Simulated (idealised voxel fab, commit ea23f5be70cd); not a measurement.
Process module heading - voxel ribs on slabs
The cross-section shown here is cut; it is 215 nm wide and divided into square cells measuring 5 nm on a side.
A cross-section in this document is a grid of square cells, and it is written down as bands, the top band listed before the ones below it; a band is made up of one or more rows of cells.
For a band, the entry starts with two heights in nm, that of the top and then that of the bottom, and carries on with the band's materials in order from left to right, each alongside its width in nm; the word "all across" beside a single material means it fills the band edge to edge, and "blank" means empty space.
Height 0 is the level under which the wafer as received is all one material. The lowest band goes on downwards, as in "0 and below".
A width given as "30..40" starts at the first number in the band's top row and ends at the second number in its bottom row, shifting by an equal amount at every step from row to row.
The cross-section has no changed cell in any step marked "remained the same".
For the entry "Voids, fully enclosed", the listed items are empty spaces with no open way to the top whose size is 8 cells or more; each item follows the pattern width x height at distance, where distance is from the left edge and all three are in nm.
If you see something after the settings on a step's line, that's the simulator's own remark about that step.
overlay nm: how far to the right of its planned place the mask lay on this masked step (negative: to the left).

LIST OF PLANNED PROCESS STEPS
1,RECEIVE | material Si
2,DIRECTIONAL_DEP | material SiO2 | thk nm 30
3,DIRECTIONAL_DEP | material polySi | thk nm 25
4,DIRECTIONAL_DEP | material aC | thk nm 15
5,PATTERN | tone cover | mask id RIB | material resist | width nm 15 | thk nm 35 | overlay nm 0
6,DIRECTIONAL_ETCH | etch materials aC | depth nm 15
7,STRIP | etch materials resist
8,DIRECTIONAL_ETCH | etch materials polySi | depth nm 20
9,STRIP | etch materials aC
10,DIRECTIONAL_DEP | material aC | thk nm 10
11,PATTERN | tone cover | mask id SLAB | material resist | width nm 55 | thk nm 30 | overlay nm 0
12,DIRECTIONAL_ETCH | etch materials aC | depth nm 10
13,STRIP | etch materials resist
14,DIRECTIONAL_ETCH | etch materials polySi | depth nm 5
15,STRIP | etch materials aC
16,FILL_DEP | material SiO2 | thk nm 25
17,CMP | height nm 70
18,DIRECTIONAL_DEP | material W | thk nm 5
19,MASKED_ETCH | tone cover | mask id HEATER | width nm 25 | etch materials W | depth nm 5 | overlay nm -15
20,CONFORMAL_DEP | material SiN | thk nm 5
varied across the wafers: overlay nm of step 19. The plan shows the first wafer's value. All wafers start alike

AS-RECEIVED STATE AFTER STEP 1, FIRST OF SEVERAL WAFERS, CROSS-SECTION
- 0 and below | Si all across
- Voids, fully enclosed: none

THE TABLE BELOW HAS ONE ROW FOR EACH WAFER; A ROW SHOWS, AS OF THE END OF THE MODULE, HOW MANY CELLS OF EACH MATERIAL THE WAFER HAS GAINED, MARKED (+), OR LOST, MARKED (-), SINCE IT WAS RECEIVED, AND THEN THE WAFER'S CLOSED VOIDS
overlay nm -15, +45 SiN, +579 SiO2, +5 W, +23 polySi, Voids, fully enclosed: none
overlay nm -10, +45 SiN, +579 SiO2, +5 W, +23 polySi, Voids, fully enclosed: none
overlay nm -5, +45 SiN, +579 SiO2, +5 W, +23 polySi, Voids, fully enclosed: none
overlay nm 0, +45 SiN, +579 SiO2, +5 W, +23 polySi, Voids, fully enclosed: none
overlay nm 5, +45 SiN, +579 SiO2, +5 W, +23 polySi, Voids, fully enclosed: none
overlay nm 10, +45 SiN, +579 SiO2, +5 W, +23 polySi, Voids, fully enclosed: none
overlay nm 15, +45 SiN, +579 SiO2, +5 W, +23 polySi, Voids, fully enclosed: none
